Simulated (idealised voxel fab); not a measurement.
Proc. module: voxel capacitor over wiring
It is cross-section cut that appears here, measuring 240 nm in width, its square cells being 5 nm in size.
If you're reading a cross-section in this doc, picture square cells in a grid; it comes to you as bands, top ones listed first down to the bottom, and a band can be one or more rows of cells. Read a band's entry like this: the first values are the height of its top and the height of its bottom in nm, and what follows is the sequence of materials from left to right, each with its width in nm. Note that "air" is empty space, and that a single material marked "edge to edge" reaches across the band from edge to edge. Heights are measured from 0, the level below which the as-received wafer is all one material; the lowest band has no bottom and continues downward, written as in "0 down". A two-number width, for instance "30 to 40", indicates that the width is equal to the first number in the top row of the band and to the second number in the bottom row, and that it changes by a constant amount per row of cells. The cross-section has no changed cell in any step marked "remained unchanged". Closed-off voids of 8+ cells (no open route to the top) go in "Encapsulated voids", written width x height at distance from the left edge, in nm. Note: text after step settings on the step line = simulator remark on that step. overlay nm: how far to the right of its planned place the mask lay on this masked step (negative: to the left).

### The planned process steps are enumerated hereunder
1,RECEIVE: material Si
2,CONFORMAL_DEP: material SiO2, thk nm 15
3,DIRECTIONAL_DEP: material TiN, thk nm 5
4,DIRECTIONAL_DEP: material W, thk nm 15
5,MASKED_ETCH: tone cover, mask id METAL_1, width nm 30, pitch nm 90, etch materials W, depth nm 15, overlay nm 0
6,MASKED_ETCH: tone cover, mask id METAL_1, width nm 30, pitch nm 90, etch materials TiN, depth nm 5, overlay nm 0
7,FILL_DEP: material SiO2, thk nm 10
8,CMP: height nm 35
9,CONFORMAL_DEP: material SiCN, thk nm 5
10,DIRECTIONAL_DEP: material lowk, thk nm 20
11,PATTERN: tone open, mask id PLUG_1, material resist, width nm 15, thk nm 20, overlay nm 0
12,DIRECTIONAL_ETCH: etch materials lowk, depth nm 20
13,DIRECTIONAL_ETCH: etch materials SiCN, depth nm 5
14,STRIP: etch materials resist
15,EPI: material Ru, thk nm 10
16,EPI: material Ru, thk nm 10
17,EPI: material Ru, thk nm 5
18,DIRECTIONAL_DEP: material TiN, thk nm 5
19,DIRECTIONAL_DEP: material SiN, thk nm 5
20,DIRECTIONAL_DEP: material TiN, thk nm 10
21,PATTERN: tone cover, mask id UPPER_PLATE, material resist, width nm 65, thk nm 15, overlay nm 0
22,DIRECTIONAL_ETCH: etch materials TiN, depth nm 10
23,DIRECTIONAL_ETCH: etch materials SiN, depth nm 5
24,STRIP: etch materials resist
25,MASKED_ETCH: tone cover, mask id LOWER_PLATE, width nm 75, etch materials TiN, depth nm 5, overlay nm 0
26,FILL_DEP: material SiO2, thk nm 15
27,CMP: height nm 90
28,DIRECTIONAL_DEP: material aC, thk nm 10
29,PATTERN: tone open, mask id PLUG_2, material resist, width nm 15, thk nm 25, overlay nm 0
30,DIRECTIONAL_ETCH: etch materials aC, depth nm 10
31,STRIP: etch materials resist
32,DIRECTIONAL_ETCH: etch materials SiO2, depth nm 10
33,STRIP: etch materials aC
34,CONFORMAL_DEP: material TiN, thk nm 5
35,FILL_DEP: material Ru, thk nm 5
36,CMP: height nm 90
37,CONFORMAL_DEP: material SiN, thk nm 5

### Wafer cross-section on receipt, i.e. after step 1
  0 down = Si edge to edge
  Encapsulated voids: none

### First of two wafers at the end of the module, shown in cross-section; run carried out as planned
  95 to 90 = SiN edge to edge
  90 to 85 = SiO2: 85, TiN: 5, Ru: 5, TiN: 5, SiO2: 140
  85 to 80 = SiO2: 85, TiN: 15, SiO2: 140
  80 to 70 = SiO2: 75, TiN: 65, SiO2: 100
  70 to 65 = SiO2: 75, SiN: 65, SiO2: 100
  65 to 60 = SiO2: 70, TiN: 75, SiO2: 95
  60 to 40 = lowk: 75, Ru: 15, lowk: 150
  40 to 35 = SiCN: 75, Ru: 15, SiCN: 150
  35 to 20 = SiO2: 60, W: 30, SiO2: 60, W: 30, SiO2: 60
  20 to 15 = SiO2: 60, TiN: 30, SiO2: 60, TiN: 30, SiO2: 60
  15 to 0 = SiO2 edge to edge
  0 down = Si edge to edge
  Encapsulated voids: none

### Cross-section of the latter of the two wafers at module completion. It had an identical start and an identical plan to the former; in running it, one mistake was made
  95 to 90 = SiN edge to edge
  90 to 85 = SiO2: 95, TiN: 5, Ru: 5, TiN: 5, SiO2: 130
  85 to 80 = SiO2: 95, TiN: 15, SiO2: 130
  80 to 70 = SiO2: 75, TiN: 65, SiO2: 100
  70 to 65 = SiO2: 75, SiN: 65, SiO2: 100
  65 to 60 = SiO2: 70, TiN: 75, SiO2: 95
  60 to 40 = lowk: 75, Ru: 15, lowk: 150
  40 to 35 = SiCN: 75, Ru: 15, SiCN: 150
  35 to 20 = SiO2: 60, W: 30, SiO2: 60, W: 30, SiO2: 60
  20 to 15 = SiO2: 60, TiN: 30, SiO2: 60, TiN: 30, SiO2: 60
  15 to 0 = SiO2 edge to edge
  0 down = Si edge to edge
  Encapsulated voids: none
Deviation noted in wafer processing: step 29 ran as: PATTERN: tone open, mask id PLUG_2, material resist, width nm 15, thk nm 25, overlay nm 10
The concluding comparison shows that, measured in cells, each material is equally abundant on both wafers, albeit at different positions.
